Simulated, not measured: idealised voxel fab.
process module | voxel local oxidation
cross-section cut | 175 nm wide | cells 5 nm
A cross-section is a grid of square cells, given in bands from the top down. A band is one or more rows of cells.
Each band's line starts with the height of the band's top and of its bottom, in nm. Then come its materials from left to right, each with its width in nm. One material with "throughout" fills the band from edge to edge. "air" is empty space.
Height 0 is the level under which the wafer as received is all one material. The lowest band goes on downwards, as in "0 down".
A width such as "30 to 40" changes by the same amount from each row of cells to the next, from the band's top row to its bottom row.
"no change" after a step means that no cell of the cross-section changed.
closed voids: empty space of 8 cells or more with no open way to the top, each as width x height at its distance from the left edge, in nm
after a step's settings: what the simulator itself notes on the step
overlay nm, on a step with a mask: how far to the right of its planned place the mask lay; to the left if negative
plan
1 op RECEIVE | material Si
2 op CONFORMAL_DEP | material SiO2 | thk nm 5
3 op CONFORMAL_DEP | material SiN | thk nm 15
4 op MASKED_ETCH | tone cover | mask id ACTIVE | width nm 80 | etch materials SiN | depth nm 15 | overlay nm 0
5 op SELECTIVE_ETCH | etch materials SiO2 | depth nm 5
6 op OXIDIZE | depth nm 15
7 op STRIP | etch materials SiN
varied across the wafers: width nm of step 4. The plan shows the first wafer's value. All wafers start alike
first wafer as received, after step 1
  0 down: Si throughout
  closed voids: none
each wafer at the end: cells of each material gained (+) or lost (-) since it was received, then its closed voids
width nm 80 | -81 Si | +95 SiO2 | closed voids: none
width nm 85 | -78 Si | +93 SiO2 | closed voids: none
width nm 90 | -75 Si | +91 SiO2 | closed voids: none
width nm 95 | -72 Si | +89 SiO2 | closed voids: none
width nm 100 | -69 Si | +87 SiO2 | closed voids: none
width nm 105 | -66 Si | +85 SiO2 | closed voids: none
